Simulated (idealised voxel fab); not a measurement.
process module | voxel tone inversion
cross-section cut | 175 nm wide | cells 5 nm
A cross-section is a grid of square cells, given in bands from the top down. A band is one or more rows of cells.
Each band's line starts with the height of the band's top and of its bottom, in nm. Then come its materials from left to right, each with its width in nm. One material with "throughout" fills the band from edge to edge. "air" is empty space.
Height 0 is the level under which the wafer as received is all one material. The lowest band goes on downwards, as in "0 down".
A width such as "30 to 40" changes by the same amount from each row of cells to the next, from the band's top row to its bottom row.
"no change" after a step means that no cell of the cross-section changed.
closed voids: empty space of 8 cells or more with no open way to the top, each as width x height at its distance from the left edge, in nm
after a step's settings: what the simulator itself notes on the step
overlay nm, on a step with a mask: how far to the right of its planned place the mask lay; to the left if negative
Each pair below shows a cross-section before one step and the cross-section after it, down to the lowest band that changed. The line under each pair gives the step between them, with its settings. The pairs can come from different runs of this module on the same starting wafer, so a pair continues from the pair above only where its "before" says so.
before
  0 down: Si throughout
  closed voids: none
after
  10 to 0: SiCN throughout
  below 0: unchanged
  closed voids: none
the step between: op CONFORMAL_DEP | material SiCN | thk nm 10
before: the cross-section after the pair above
after
  35 to 10: polySi throughout
  below 10: unchanged
  closed voids: none
the step between: op DIRECTIONAL_DEP | material polySi | thk nm 25
before: the cross-section after the pair above
after
  65 to 35: air 30 | resist 25 | air 20 | resist 25 | air 20 | resist 25 | air 30
  below 35: unchanged
  closed voids: none
the step between: op PATTERN | tone cover | mask id POSTS | material resist | width nm 25 | pitch nm 45 | thk nm 30 | overlay nm 0
before: the cross-section after the pair above
after
  65 to 35: air 30 | resist 25 | air 20 | resist 25 | air 20 | resist 25 | air 30
  35 to 10: air 30 | polySi 25 | air 20 | polySi 25 | air 20 | polySi 25 | air 30
  below 10: unchanged
  closed voids: none
the step between: op DIRECTIONAL_ETCH | etch materials polySi | depth nm 25
before: the cross-section after the pair above
after
  35 to 10: air 30 | polySi 25 | air 20 | polySi 25 | air 20 | polySi 25 | air 30
  below 10: unchanged
  closed voids: none
the step between: op STRIP | etch materials resist
before: the cross-section after the pair above
after
  40 to 35: lowk throughout
  35 to 10: lowk 30 | polySi 25 | lowk 20 | polySi 25 | lowk 20 | polySi 25 | lowk 30
  below 10: unchanged
  closed voids: none
the step between: op FILL_DEP | material lowk | thk nm 5
before: the cross-section after the pair above
after
  35 to 10: lowk 30 | polySi 25 | lowk 20 | polySi 25 | lowk 20 | polySi 25 | lowk 30
  below 10: unchanged
  closed voids: none
the step between: op CMP | height nm 35
before: the cross-section after the pair above
after
  35 to 10: lowk 30 | air 25 | lowk 20 | air 25 | lowk 20 | air 25 | lowk 30
  below 10: unchanged
  closed voids: none
the step between: op STRIP | etch materials polySi
before
  0 down: Si throughout
  closed voids: none
after
  25 to 0: polySi throughout
  below 0: unchanged
  closed voids: none
the step between: op DIRECTIONAL_DEP | material polySi | thk nm 25
before: the cross-section after the pair above
after
  35 to 25: SiCN throughout
  below 25: unchanged
  closed voids: none
the step between: op CONFORMAL_DEP | material SiCN | thk nm 10
before: the cross-section after the pair above
after
  65 to 35: air 30 | resist 25 | air 20 | resist 25 | air 20 | resist 25 | air 30
  below 35: unchanged
  closed voids: none
the step between: op PATTERN | tone cover | mask id POSTS | material resist | width nm 25 | pitch nm 45 | thk nm 30 | overlay nm 0
before: the cross-section after the pair above
after
  35 to 25: SiCN throughout
  below 25: unchanged
  closed voids: none
the step between: op STRIP | etch materials resist
before: the cross-section after the pair above
after
  40 to 35: lowk throughout
  below 35: unchanged
  closed voids: none
the step between: op FILL_DEP | material lowk | thk nm 5
before: the cross-section after the pair above
after
  35 to 25: SiCN throughout
  below 25: unchanged
  closed voids: none
the step between: op CMP | height nm 35
before
  0 down: Si throughout
  closed voids: none
after
  5 to 0: SiCN throughout
  below 0: unchanged
  closed voids: none
the step between: op CONFORMAL_DEP | material SiCN | thk nm 5
before: the cross-section after the pair above
after
  30 to 5: polySi throughout
  below 5: unchanged
  closed voids: none
the step between: op DIRECTIONAL_DEP | material polySi | thk nm 25
before: the cross-section after the pair above
after
  60 to 30: air 30 | resist 25 | air 20 | resist 25 | air 20 | resist 25 | air 30
  below 30: unchanged
  closed voids: none
the step between: op PATTERN | tone cover | mask id POSTS | material resist | width nm 25 | pitch nm 45 | thk nm 30 | overlay nm 0
before: the cross-section after the pair above
after
  60 to 30: air 30 | resist 25 | air 20 | resist 25 | air 20 | resist 25 | air 30
  30 to 5: air 30 | polySi 25 | air 20 | polySi 25 | air 20 | polySi 25 | air 30
  below 5: unchanged
  closed voids: none
the step between: op DIRECTIONAL_ETCH | etch materials polySi | depth nm 25
before: the cross-section after the pair above
after
  30 to 5: air 30 | polySi 25 | air 20 | polySi 25 | air 20 | polySi 25 | air 30
  below 5: unchanged
  closed voids: none
the step between: op STRIP | etch materials resist
before: the cross-section after the pair above
after
  35 to 30: lowk throughout
  30 to 5: lowk 30 | polySi 25 | lowk 20 | polySi 25 | lowk 20 | polySi 25 | lowk 30
  below 5: unchanged
  closed voids: none
the step between: op FILL_DEP | material lowk | thk nm 5
before
  35 to 10: polySi throughout
  10 to 0: SiCN throughout
  0 down: Si throughout
  closed voids: none
after
  65 to 35: air 35 | resist 15 | air 30 | resist 15 | air 30 | resist 15 | air 35
  below 35: unchanged
  closed voids: none
the step between: op PATTERN | tone cover | mask id POSTS | material resist | width nm 15 | pitch nm 45 | thk nm 30 | overlay nm 0
before: the cross-section after the pair above
after
  65 to 35: air 35 | resist 15 | air 30 | resist 15 | air 30 | resist 15 | air 35
  35 to 10: air 35 | polySi 15 | air 30 | polySi 15 | air 30 | polySi 15 | air 35
  below 10: unchanged
  closed voids: none
the step between: op DIRECTIONAL_ETCH | etch materials polySi | depth nm 25
before: the cross-section after the pair above
after
  35 to 10: air 35 | polySi 15 | air 30 | polySi 15 | air 30 | polySi 15 | air 35
  below 10: unchanged
  closed voids: none
the step between: op STRIP | etch materials resist
before: the cross-section after the pair above
after
  40 to 35: lowk throughout
  35 to 10: lowk 35 | polySi 15 | lowk 30 | polySi 15 | lowk 30 | polySi 15 | lowk 35
  below 10: unchanged
  closed voids: none
the step between: op FILL_DEP | material lowk | thk nm 5
before: the cross-section after the pair above
after
  35 to 10: lowk 35 | polySi 15 | lowk 30 | polySi 15 | lowk 30 | polySi 15 | lowk 35
  below 10: unchanged
  closed voids: none
the step between: op CMP | height nm 35
before: the cross-section after the pair above
after
  35 to 10: lowk 35 | air 15 | lowk 30 | air 15 | lowk 30 | air 15 | lowk 35
  below 10: unchanged
  closed voids: none
the step between: op STRIP | etch materials polySi
before
  35 to 10: polySi throughout
  10 to 0: SiCN throughout
  0 down: Si throughout
  closed voids: none
after
  65 to 35: air 20 | resist 25 | air 20 | resist 25 | air 20 | resist 25 | air 40
  below 35: unchanged
  closed voids: none
the step between: op PATTERN | tone cover | mask id POSTS | material resist | width nm 25 | pitch nm 45 | thk nm 30 | overlay nm -10
before: the cross-section after the pair above
after
  65 to 35: air 20 | resist 25 | air 20 | resist 25 | air 20 | resist 25 | air 40
  35 to 10: air 20 | polySi 25 | air 20 | polySi 25 | air 20 | polySi 25 | air 40
  below 10: unchanged
  closed voids: none
the step between: op DIRECTIONAL_ETCH | etch materials polySi | depth nm 25
before: the cross-section after the pair above
after
  35 to 10: air 20 | polySi 25 | air 20 | polySi 25 | air 20 | polySi 25 | air 40
  below 10: unchanged
  closed voids: none
the step between: op STRIP | etch materials resist
before: the cross-section after the pair above
after
  40 to 35: lowk throughout
  35 to 10: lowk 20 | polySi 25 | lowk 20 | polySi 25 | lowk 20 | polySi 25 | lowk 40
  below 10: unchanged
  closed voids: none
the step between: op FILL_DEP | material lowk | thk nm 5
before: the cross-section after the pair above
after
  35 to 10: lowk 20 | polySi 25 | lowk 20 | polySi 25 | lowk 20 | polySi 25 | lowk 40
  below 10: unchanged
  closed voids: none
the step between: op CMP | height nm 35
before: the cross-section after the pair above
after
  35 to 10: lowk 20 | air 25 | lowk 20 | air 25 | lowk 20 | air 25 | lowk 40
  below 10: unchanged
  closed voids: none
the step between: op STRIP | etch materials polySi
before
  0 down: Si throughout
  closed voids: none
after
  10 to 0: lowk throughout
  below 0: unchanged
  closed voids: none
the step between: op CONFORMAL_DEP | material lowk | thk nm 10
before: the cross-section after the pair above
after
  35 to 10: polySi throughout
  below 10: unchanged
  closed voids: none
the step between: op DIRECTIONAL_DEP | material polySi | thk nm 25
before: the cross-section after the pair above
after
  65 to 35: air 30 | resist 25 | air 20 | resist 25 | air 20 | resist 25 | air 30
  below 35: unchanged
  closed voids: none
the step between: op PATTERN | tone cover | mask id POSTS | material resist | width nm 25 | pitch nm 45 | thk nm 30 | overlay nm 0
before: the cross-section after the pair above
after
  65 to 35: air 30 | resist 25 | air 20 | resist 25 | air 20 | resist 25 | air 30
  35 to 10: air 30 | polySi 25 | air 20 | polySi 25 | air 20 | polySi 25 | air 30
  below 10: unchanged
  closed voids: none
the step between: op DIRECTIONAL_ETCH | etch materials polySi | depth nm 25
before: the cross-section after the pair above
after
  35 to 10: air 30 | polySi 25 | air 20 | polySi 25 | air 20 | polySi 25 | air 30
  below 10: unchanged
  closed voids: none
the step between: op STRIP | etch materials resist
before: the cross-section after the pair above
after
  40 to 35: lowk throughout
  35 to 10: lowk 30 | polySi 25 | lowk 20 | polySi 25 | lowk 20 | polySi 25 | lowk 30
  below 10: unchanged
  closed voids: none
the step between: op FILL_DEP | material lowk | thk nm 5
before: the cross-section after the pair above
after
  35 to 10: lowk 30 | polySi 25 | lowk 20 | polySi 25 | lowk 20 | polySi 25 | lowk 30
  below 10: unchanged
  closed voids: none
the step between: op CMP | height nm 35
before: the cross-section after the pair above
after
  35 to 10: lowk 30 | air 25 | lowk 20 | air 25 | lowk 20 | air 25 | lowk 30
  below 10: unchanged
  closed voids: none
the step between: op STRIP | etch materials polySi
before
  35 to 10: polySi throughout
  10 to 0: SiCN throughout
  0 down: Si throughout
  closed voids: none
after
  65 to 35: resist 30 | air 25 | resist 20 | air 25 | resist 20 | air 25 | resist 30
  below 35: unchanged
  closed voids: none
the step between: op PATTERN | tone open | mask id POSTS | material resist | width nm 25 | pitch nm 45 | thk nm 30 | overlay nm 0
before: the cross-section after the pair above
after
  65 to 35: resist 30 | air 25 | resist 20 | air 25 | resist 20 | air 25 | resist 30
  35 to 10: polySi 30 | air 25 | polySi 20 | air 25 | polySi 20 | air 25 | polySi 30
  below 10: unchanged
  closed voids: none
the step between: op DIRECTIONAL_ETCH | etch materials polySi | depth nm 25
before: the cross-section after the pair above
after
  35 to 10: polySi 30 | air 25 | polySi 20 | air 25 | polySi 20 | air 25 | polySi 30
  below 10: unchanged
  closed voids: none
the step between: op STRIP | etch materials resist
before: the cross-section after the pair above
after
  40 to 35: lowk throughout
  35 to 10: polySi 30 | lowk 25 | polySi 20 | lowk 25 | polySi 20 | lowk 25 | polySi 30
  below 10: unchanged
  closed voids: none
the step between: op FILL_DEP | material lowk | thk nm 5
before: the cross-section after the pair above
after
  35 to 10: polySi 30 | lowk 25 | polySi 20 | lowk 25 | polySi 20 | lowk 25 | polySi 30
  below 10: unchanged
  closed voids: none
the step between: op CMP | height nm 35
before: the cross-section after the pair above
after
  35 to 10: air 30 | lowk 25 | air 20 | lowk 25 | air 20 | lowk 25 | air 30
  below 10: unchanged
  closed voids: none
the step between: op STRIP | etch materials polySi
